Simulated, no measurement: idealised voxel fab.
Process module in this document: voxel spacer lines
165 nm wide, 5 nm square cells: that's cross-section cut.
Cross-section spec: square-cell grid; bands listed top down; each band is one or more rows.
Per band: top height and bottom height in nm, followed by the left-to-right materials and their widths in nm; "edge to edge" marks a single material spanning edge to edge, "air" marks empty space.
Heads up on the height convention: 0 is the point under which the incoming wafer is all one material, and the lowest band has no bottom, it just keeps going down, like "0 nm and below".
Per-row width for "30->40": begins at first number (top row of band), ends at second number (bottom row), increment between rows held constant.
Where a step carries "nothing different", the cross-section came out of it unchanged, cell for cell.
The list in "Entrapped voids" covers empty spaces of 8 cells or more that cannot reach the top through any open way, and it gives each as width x height at distance; the distance is from the left edge, and width, height and distance are in nm.
Text after the settings on a step's line: the simulator's own remark on that step.
"overlay nm" denotes, for a step that has a mask, the displacement of the mask to the right of its planned place, with negative values corresponding to the left.

## Process steps foreseen in the plan
| 1 | RECEIVE [material Si] |
| 2 | CONFORMAL_DEP [material Al2O3] [thk nm 5] |
| 3 | DIRECTIONAL_DEP [material polySi] [thk nm 20] |
| 4 | DIRECTIONAL_DEP [material aC] [thk nm 25] |
| 5 | PATTERN [tone cover] [mask id MANDREL] [material resist] [width nm 20] [pitch nm 70] [thk nm 35] [overlay nm 0] |
| 6 | DIRECTIONAL_ETCH [etch materials aC] [depth nm 25] |
| 7 | STRIP [etch materials resist] |
| 8 | CONFORMAL_DEP [material SiO2] [thk nm 15] |
| 9 | DIRECTIONAL_ETCH [etch materials SiO2] [depth nm 15] |
| 10 | STRIP [etch materials aC] |
| 11 | DIRECTIONAL_ETCH [etch materials polySi] [depth nm 20] |
| 12 | STRIP [etch materials SiO2] |

## Cross-section: wafer on arrival = after step 1
* 0 nm and below = Si edge to edge
* Entrapped voids: none

## The following cross-section depicts the wafer upon conclusion of the module. Processing commenced from the starting condition illustrated above and adhered to the plan illustrated above, save for one mistake in execution
* 50 nm to 25 nm = Al2O3 edge to edge
* 25 nm to 5 nm = polySi edge to edge
* 5 nm to 0 nm = Al2O3 edge to edge
* 0 nm and below = Si edge to edge
* Entrapped voids: none
Deviation noted in wafer processing: step 4: run off-plan, actual operation and settings DIRECTIONAL_DEP [material Al2O3] [thk nm 25]
